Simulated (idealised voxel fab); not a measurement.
process module | voxel ribs on slabs
cross-section cut | 260 nm wide | cells 5 nm
A cross-section is a grid of square cells, given in bands from the top down. A band is one or more rows of cells.
Each band's line starts with the height of the band's top and of its bottom, in nm. Then come its materials from left to right, each with its width in nm. One material with "throughout" fills the band from edge to edge. "air" is empty space.
Height 0 is the level under which the wafer as received is all one material. The lowest band goes on downwards, as in "0 down".
A width such as "30 to 40" changes by the same amount from each row of cells to the next, from the band's top row to its bottom row.
"no change" after a step means that no cell of the cross-section changed.
closed voids: empty space of 8 cells or more with no open way to the top, each as width x height at its distance from the left edge, in nm
after a step's settings: what the simulator itself notes on the step
overlay nm, on a step with a mask: how far to the right of its planned place the mask lay; to the left if negative
plan
1 op RECEIVE | material Si
2 op DIRECTIONAL_DEP | material SiO2 | thk nm 30
3 op DIRECTIONAL_DEP | material SiN | thk nm 15
4 op PATTERN | tone cover | mask id RIB | material resist | width nm 20 | thk nm 15 | overlay nm 0
5 op DIRECTIONAL_ETCH | etch materials SiN | depth nm 10
6 op STRIP | etch materials resist
7 op PATTERN | tone cover | mask id SLAB | material resist | width nm 50 | thk nm 20 | overlay nm 0
8 op DIRECTIONAL_ETCH | etch materials SiN | depth nm 5
9 op STRIP | etch materials resist
10 op FILL_DEP | material SiO2 | thk nm 20
11 op CMP | height nm 60
12 op DIRECTIONAL_DEP | material W | thk nm 5
13 op PATTERN | tone cover | mask id HEATER | material resist | width nm 30 | thk nm 20 | overlay nm 0
14 op DIRECTIONAL_ETCH | etch materials W | depth nm 5
15 op STRIP | etch materials resist
16 op CONFORMAL_DEP | material SiN | thk nm 10
as received, after step 1
  0 down: Si throughout
  closed voids: none
first wafer at the end, as planned
  75 to 70: air 105 | SiN 50 | air 105
  70 to 65: SiN throughout
  65 to 60: SiN 115 | W 30 | SiN 115
  60 to 45: SiO2 throughout
  45 to 35: SiO2 120 | SiN 20 | SiO2 120
  35 to 30: SiO2 105 | SiN 50 | SiO2 105
  30 to 0: SiO2 throughout
  0 down: Si throughout
  closed voids: none
second wafer at the end: like start, like plan, one mistake
  75 to 70: SiN 125 | air 10 | SiN 125
  70 to 65: SiN throughout
  65 to 60: W 115 | SiN 30 | W 115
  60 to 45: SiO2 throughout
  45 to 35: SiO2 120 | SiN 20 | SiO2 120
  35 to 30: SiO2 105 | SiN 50 | SiO2 105
  30 to 0: SiO2 throughout
  0 down: Si throughout
  closed voids: none
what went wrong: step 13 ran as: op PATTERN | tone open | mask id HEATER | material resist | width nm 30 | thk nm 20 | overlay nm 0
at the end the second wafer has, in cells: 40 more of W
